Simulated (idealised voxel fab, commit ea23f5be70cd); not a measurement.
Process module in this document: voxel double patterning
Cross-section cut: width 235 nm, square cells of 5 nm.
Think of the cross-section as a grid of square cells. We describe it in bands, top to bottom, and each band covers one or more rows of those cells. The band entry comprises the height of the band's top followed by the height of its bottom, expressed in nm, and subsequently the band's materials from left to right, each stated together with its width in nm. Where a single material is marked with the word "throughout", that material fills the band from edge to edge. The word "blank" represents empty space. Where do heights start? At 0: under that level the wafer as delivered is made of one material only. And the lowest band has no floor; it just carries on downward, as in "0 down". Width spec "30->40" -> top row of cells at first value, bottom row at second value, equal per-row change in between. You'll sometimes find "no alteration" written for a step, and that's the way of saying that nowhere in the cross-section did a cell change during that step. So "Unvented voids" is basically the list of trapped voids: any empty space of 8 cells or more that can't reach the top through an opening. They're written width x height at distance, the distance being from the left edge, and it's all nm. If you see something after the settings on a step's line, that's the simulator's own remark about that step. overlay nm: how far to the right of its planned place the mask lay on this masked step (negative: to the left).

Intended process steps
1) RECEIVE, material Si
2) CONFORMAL_DEP, material SiN, thk nm 5
3) DIRECTIONAL_DEP, material SiO2, thk nm 15
4) DIRECTIONAL_DEP, material SiCN, thk nm 10
5) PATTERN, tone open, mask id FIRST, material resist, width nm 15, pitch nm 50, thk nm 15, overlay nm 0
6) DIRECTIONAL_ETCH, etch materials SiCN, depth nm 10
7) STRIP, etch materials resist
8) MASKED_ETCH, tone open, mask id SECOND, width nm 15, etch materials SiCN, depth nm 10, overlay nm 0
9) DIRECTIONAL_ETCH, etch materials SiO2, depth nm 15
10) STRIP, etch materials SiCN

First wafer, as planned

As-received wafer cross-section (after step 1)
> 0 down | Si throughout
> Unvented voids: none

Once step 2 is through, the wafer looks like this in cross-section
> 5 to 0 | SiN throughout
> below 0: unchanged

Once step 3 is through, the wafer looks like this in cross-section
> 20 to 5 | SiO2 throughout
> below 5: unchanged

Once step 4 is through, the wafer looks like this in cross-section
> 30 to 20 | SiCN throughout
> below 20: unchanged

Once step 5 is through, the wafer looks like this in cross-section
> 45 to 30 | resist (85); blank (15); resist (35); blank (15); resist (85)
> below 30: unchanged

Once step 6 is through, the wafer looks like this in cross-section
> 45 to 30 | resist (85); blank (15); resist (35); blank (15); resist (85)
> 30 to 20 | SiCN (85); blank (15); SiCN (35); blank (15); SiCN (85)
> below 20: unchanged

Once step 7 is through, the wafer looks like this in cross-section
> 30 to 20 | SiCN (85); blank (15); SiCN (35); blank (15); SiCN (85)
> below 20: unchanged

Once step 8 is through, the wafer looks like this in cross-section
> 30 to 20 | SiCN (85); blank (15); SiCN (10); blank (15); SiCN (10); blank (15); SiCN (85)
> below 20: unchanged

Once step 9 is through, the wafer looks like this in cross-section
> 30 to 20 | SiCN (85); blank (15); SiCN (10); blank (15); SiCN (10); blank (15); SiCN (85)
> 20 to 5 | SiO2 (85); blank (15); SiO2 (10); blank (15); SiO2 (10); blank (15); SiO2 (85)
> below 5: unchanged

Once step 10 is through, the wafer looks like this in cross-section
> 20 to 5 | SiO2 (85); blank (15); SiO2 (10); blank (15); SiO2 (10); blank (15); SiO2 (85)
> below 5: unchanged

Wafer two: like wafer one in start and plan, but with one mistake in execution; identical up to and including step 2

Cross-section of the second wafer at the time step 3 of the plan should have ended
> 35 to 5 | SiO2 throughout
> below 5: unchanged

Cross-section of the second wafer at the time step 4 of the plan should have ended
> 45 to 35 | SiCN throughout
> below 35: unchanged

Cross-section of the second wafer at the time step 5 of the plan should have ended
> 60 to 45 | resist (85); blank (15); resist (35); blank (15); resist (85)
> below 45: unchanged

Cross-section of the second wafer at the time step 6 of the plan should have ended
> 60 to 45 | resist (85); blank (15); resist (35); blank (15); resist (85)
> 45 to 35 | SiCN (85); blank (15); SiCN (35); blank (15); SiCN (85)
> below 35: unchanged

Cross-section of the second wafer at the time step 7 of the plan should have ended
> 45 to 35 | SiCN (85); blank (15); SiCN (35); blank (15); SiCN (85)
> below 35: unchanged

Cross-section of the second wafer at the time step 8 of the plan should have ended
> 45 to 35 | SiCN (85); blank (15); SiCN (10); blank (15); SiCN (10); blank (15); SiCN (85)
> below 35: unchanged

Cross-section of the second wafer at the time step 9 of the plan should have ended
> 45 to 35 | SiCN (85); blank (15); SiCN (10); blank (15); SiCN (10); blank (15); SiCN (85)
> 35 to 20 | SiO2 (85); blank (15); SiO2 (10); blank (15); SiO2 (10); blank (15); SiO2 (85)
> below 20: unchanged

Cross-section of the second wafer at the time step 10 of the plan should have ended
> 35 to 20 | SiO2 (85); blank (15); SiO2 (10); blank (15); SiO2 (10); blank (15); SiO2 (85)
> below 20: unchanged
Error vs. plan: step 3 of the plan was executed twice over
In the final state, the cell counts of the second wafer exceed or fall short of those of the first for the following materials: +141 SiO2
